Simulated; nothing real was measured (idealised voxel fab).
voxel quadruple lines: a process module
Square cells of 5 nm make up the cross-section cut, whose width is 280 nm.
Reading order for cross-sections: top band down to bottom band. Underlying form: a grid of square cells. Band size: one or more rows of cells. First you get the band's top height and its bottom height, in nm, and then the materials it's made of, left to right, with each width in nm. If you see a single material with "edge to edge", that one covers the band edge to edge. "blank" is empty space. Heads up on the height convention: 0 is the point under which the incoming wafer is all one material, and the lowest band has no bottom, it just keeps going down, like "from 0 down". Width "30..40": first value at the band's top row of cells, second value at its bottom row, equal change from row to row. Basically "identical to before" means that step didn't change any cell in the cross-section. Entry "Sealed-off cavities". Content: empty spaces with no open connection to the top, size 8 cells or greater. Each: width x height at distance. Distance: from left edge. Unit: nm. Whatever follows a step's settings on its line is a remark the simulator itself makes about that step. overlay nm: mask offset rightward from planned place, masked step; negative means leftward offset.
**Process steps (planned)**
step 1: RECEIVE with material Si
step 2: CONFORMAL_DEP with material SiO2, thk nm 5
step 3: DIRECTIONAL_DEP with material W, thk nm 15
step 4: DIRECTIONAL_DEP with material polySi, thk nm 20
step 5: DIRECTIONAL_DEP with material aC, thk nm 20
step 6: PATTERN with tone cover, mask id MANDREL, material resist, width nm 25, thk nm 30, overlay nm 0
step 7: DIRECTIONAL_ETCH with etch materials aC, depth nm 20
step 8: STRIP with etch materials resist
step 9: CONFORMAL_DEP with material SiO2, thk nm 15
step 10: DIRECTIONAL_ETCH with etch materials SiO2, depth nm 15
step 11: STRIP with etch materials aC
step 12: DIRECTIONAL_ETCH with etch materials polySi, depth nm 20
step 13: STRIP with etch materials SiO2
step 14: CONFORMAL_DEP with material SiCN, thk nm 5
step 15: DIRECTIONAL_ETCH with etch materials SiCN, depth nm 5
step 16: STRIP with etch materials polySi
step 17: DIRECTIONAL_ETCH with etch materials W, depth nm 15
step 18: STRIP with etch materials SiCN
**Incoming wafer in cross-section (state: after step 1)**
- from 0 down | Si edge to edge
- Sealed-off cavities: none
**Final wafer profile in cross-section after the module, from the same start and plan as above, with one mistake made during processing**
- from 15 to 0 | blank (105); W (5); blank (15); W (5); blank (15); W (5); blank (15); W (5); blank (110)
- from 0 down | Si edge to edge
- Sealed-off cavities: none
Deviation from plan: not run: step 2 of the plan (skipped)
